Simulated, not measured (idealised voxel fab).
The process module that follows is named voxel ribs on slabs.
Shown is cross-section cut, with a width of 275 nm and square cells of size 5 nm.
Throughout this document, each cross-section is represented as a grid of square cells and is presented as a sequence of bands enumerated from the top downward, where a band comprises one or more rows of cells.
Heads up on the band format: heights come first, top then bottom, in nm. After that it's the materials left to right, each with its width in nm. A single material flagged "throughout" fills the whole band edge to edge, and "blank" means there's empty space there.
All heights in this document are referenced to 0, defined as the level beneath which the wafer, as received, consists entirely of one material. The lowest band is not bounded below; it extends indefinitely downward and is written in the form "from 0 down".
Per-row width for "30 to 40": begins at first number (top row of band), ends at second number (bottom row), increment between rows held constant.
Reading "stayed the same" for a step: not a cell of the cross-section changed in it.
Empty spaces counting at least 8 cells and having no open way to the top are listed in "Cavities, closed". The notation width x height at distance is used for each, the distance being from the left edge and all three values in nm.
If you see something after the settings on a step's line, that's the simulator's own remark about that step.
Steps that use a mask can have "overlay nm" on their line. It says how far the mask sat to the right of where it was meant to be. Negative means to the left.

So here's the lineup of process steps we planned
1,RECEIVE,material Si
2,DIRECTIONAL_DEP,material SiO2,thk nm 20
3,DIRECTIONAL_DEP,material polySi,thk nm 15
4,MASKED_ETCH,tone cover,mask id RIB,width nm 15,etch materials polySi,depth nm 5,overlay nm 0
5,PATTERN,tone cover,mask id SLAB,material resist,width nm 45,thk nm 20,overlay nm 0
6,DIRECTIONAL_ETCH,etch materials polySi,depth nm 10
7,STRIP,etch materials resist
8,FILL_DEP,material SiO2,thk nm 25
9,CMP,height nm 55
10,DIRECTIONAL_DEP,material W,thk nm 10
11,MASKED_ETCH,tone cover,mask id HEATER,width nm 25,etch materials W,depth nm 10,overlay nm 0
12,CONFORMAL_DEP,material SiO2,thk nm 5

Wafer, first of two, run as planned

So this is the incoming wafer in cross-section - it's already been through step 1
* from 0 down = Si throughout
* Cavities, closed: none

The wafer, seen in cross-section, after step 2
* from 20 to 0 = SiO2 throughout
* Whatever lies below 0 is exactly as it was before.

The wafer, seen in cross-section, after step 3
* from 35 to 20 = polySi throughout
* Whatever lies below 20 is exactly as it was before.

The wafer, seen in cross-section, after step 4
* from 35 to 30 = blank: 130  polySi: 15  blank: 130
* Whatever lies below 30 is exactly as it was before.

The wafer, seen in cross-section, after step 5
* from 55 to 35 = blank: 115  resist: 45  blank: 115
* from 35 to 30 = blank: 115  resist: 15  polySi: 15  resist: 15  blank: 115
* Whatever lies below 30 is exactly as it was before.

The wafer, seen in cross-section, after step 6
* from 55 to 35 = blank: 115  resist: 45  blank: 115
* from 35 to 30 = blank: 115  resist: 15  polySi: 15  resist: 15  blank: 115
* from 30 to 20 = blank: 115  polySi: 45  blank: 115
* Whatever lies below 20 is exactly as it was before.

The wafer, seen in cross-section, after step 7
* from 35 to 30 = blank: 130  polySi: 15  blank: 130
* Whatever lies below 30 is exactly as it was before.

The wafer, seen in cross-section, after step 8
* from 60 to 35 = SiO2 throughout
* from 35 to 30 = SiO2: 130  polySi: 15  SiO2: 130
* from 30 to 20 = SiO2: 115  polySi: 45  SiO2: 115
* Whatever lies below 20 is exactly as it was before.

The wafer, seen in cross-section, after step 9
* from 55 to 35 = SiO2 throughout
* Whatever lies below 35 is exactly as it was before.

The wafer, seen in cross-section, after step 10
* from 65 to 55 = W throughout
* Whatever lies below 55 is exactly as it was before.

The wafer, seen in cross-section, after step 11
* from 65 to 55 = blank: 125  W: 25  blank: 125
* Whatever lies below 55 is exactly as it was before.

The wafer, seen in cross-section, after step 12
* from 70 to 65 = blank: 120  SiO2: 35  blank: 120
* from 65 to 60 = blank: 120  SiO2: 5  W: 25  SiO2: 5  blank: 120
* from 60 to 55 = SiO2: 125  W: 25  SiO2: 125
* Whatever lies below 55 is exactly as it was before.

Now the other wafer: same start, same recipe, but we messed up one thing when running it. Up to and including step 2 it's the same as the first one

Look at the second wafer in cross-section at the time step 3 ought to have finished
* from 30 to 20 = polySi throughout
* Whatever lies below 20 is exactly as it was before.

Look at the second wafer in cross-section at the time step 4 ought to have finished
* from 30 to 25 = blank: 130  polySi: 15  blank: 130
* Whatever lies below 25 is exactly as it was before.

Look at the second wafer in cross-section at the time step 5 ought to have finished
* from 50 to 30 = blank: 115  resist: 45  blank: 115
* from 30 to 25 = blank: 115  resist: 15  polySi: 15  resist: 15  blank: 115
* Whatever lies below 25 is exactly as it was before.

Look at the second wafer in cross-section at the time step 6 ought to have finished
* from 50 to 30 = blank: 115  resist: 45  blank: 115
* from 30 to 25 = blank: 115  resist: 15  polySi: 15  resist: 15  blank: 115
* from 25 to 20 = blank: 115  polySi: 45  blank: 115
* Whatever lies below 20 is exactly as it was before.

Look at the second wafer in cross-section at the time step 7 ought to have finished
* from 30 to 20 = blank: 130 to 115  polySi: 15 to 45  blank: 130 to 115
* Whatever lies below 20 is exactly as it was before.

Look at the second wafer in cross-section at the time step 8 ought to have finished
* from 55 to 30 = SiO2 throughout
* from 30 to 20 = SiO2: 130 to 115  polySi: 15 to 45  SiO2: 130 to 115
* Whatever lies below 20 is exactly as it was before.

Look at the second wafer in cross-section at the time step 9 ought to have finished: stayed the same

Look at the second wafer in cross-section at the time step 10 ought to have finished
* from 65 to 55 = W throughout
* Whatever lies below 55 is exactly as it was before.

Look at the second wafer in cross-section at the time step 11 ought to have finished
* from 65 to 55 = blank: 125  W: 25  blank: 125
* Whatever lies below 55 is exactly as it was before.

Look at the second wafer in cross-section at the time step 12 ought to have finished
* from 70 to 65 = blank: 120  SiO2: 35  blank: 120
* from 65 to 60 = blank: 120  SiO2: 5  W: 25  SiO2: 5  blank: 120
* from 60 to 55 = SiO2: 125  W: 25  SiO2: 125
* Whatever lies below 55 is exactly as it was before.
What went wrong in running the wafer? step 3, actual vs plan mismatch, actual run DIRECTIONAL_DEP,material polySi,thk nm 10
In the final state, the cell counts of the second wafer exceed or fall short of those of the first for the following materials: 9 more of SiO2, 9 fewer of polySi
